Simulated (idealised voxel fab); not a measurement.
process module | voxel plated lines
cross-section cut | 260 nm wide | cells 5 nm
A cross-section is a grid of square cells, given in bands from the top down. A band is one or more rows of cells.
Each band's line starts with the height of the band's top and of its bottom, in nm. Then come its materials from left to right, each with its width in nm. One material with "throughout" fills the band from edge to edge. "air" is empty space.
Height 0 is the level under which the wafer as received is all one material. The lowest band goes on downwards, as in "0 down".
A width such as "30 to 40" changes by the same amount from each row of cells to the next, from the band's top row to its bottom row.
"no change" after a step means that no cell of the cross-section changed.
closed voids: empty space of 8 cells or more with no open way to the top, each as width x height at its distance from the left edge, in nm
after a step's settings: what the simulator itself notes on the step
overlay nm, on a step with a mask: how far to the right of its planned place the mask lay; to the left if negative
plan
1 op RECEIVE | material Si
2 op CONFORMAL_DEP | material SiN | thk nm 15
3 op DIRECTIONAL_DEP | material TiN | thk nm 5
4 op PATTERN | tone open | mask id LINES | material resist | width nm 15 | pitch nm 30 | thk nm 15 | overlay nm 0
5 op EPI | material Ru | thk nm 10
6 op STRIP | etch materials resist
7 op DIRECTIONAL_ETCH | etch materials TiN | depth nm 5
8 op CONFORMAL_DEP | material SiCN | thk nm 10
first wafer, as planned
as received, after step 1
  0 down: Si throughout
  closed voids: none
after step 2
  15 to 0: SiN throughout
  below 0: unchanged
after step 3
  20 to 15: TiN throughout
  below 15: unchanged
after step 4
  35 to 20: resist 90 | air 15 | resist 15 | air 15 | resist 15 | air 15 | resist 95
  below 20: unchanged
after step 5
  35 to 30: resist 90 | air 15 | resist 15 | air 15 | resist 15 | air 15 | resist 95
  30 to 20: resist 90 | Ru 15 | resist 15 | Ru 15 | resist 15 | Ru 15 | resist 95
  below 20: unchanged
after step 6
  30 to 20: air 90 | Ru 15 | air 15 | Ru 15 | air 15 | Ru 15 | air 95
  below 20: unchanged
after step 7
  30 to 20: air 90 | Ru 15 | air 15 | Ru 15 | air 15 | Ru 15 | air 95
  20 to 15: air 90 | TiN 15 | air 15 | TiN 15 | air 15 | TiN 15 | air 95
  below 15: unchanged
after step 8
  40 to 30: air 80 | SiCN 95 | air 85
  30 to 25: air 80 | SiCN 10 | Ru 15 | SiCN 15 | Ru 15 | SiCN 15 | Ru 15 | SiCN 10 | air 85
  25 to 20: SiCN 90 | Ru 15 | SiCN 15 | Ru 15 | SiCN 15 | Ru 15 | SiCN 95
  20 to 15: SiCN 90 | TiN 15 | SiCN 15 | TiN 15 | SiCN 15 | TiN 15 | SiCN 95
  below 15: unchanged
second wafer: like start, like plan, one mistake. Through step 1 it matches the first wafer
when step 2 should have ended
  5 to 0: TiN throughout
  below 0: unchanged
when step 3 should have ended
  20 to 5: SiN throughout
  below 5: unchanged
when step 4 should have ended
  35 to 20: resist 90 | air 15 | resist 15 | air 15 | resist 15 | air 15 | resist 95
  below 20: unchanged
when step 5 should have ended: no change
when step 6 should have ended
  20 to 5: SiN throughout
  below 5: unchanged
when step 7 should have ended: no change
when step 8 should have ended
  30 to 20: SiCN throughout
  below 20: unchanged
what went wrong: steps 2 and 3 were swapped
at the end the second wafer has, in cells: 18 fewer of Ru | 30 fewer of SiCN | 43 more of TiN
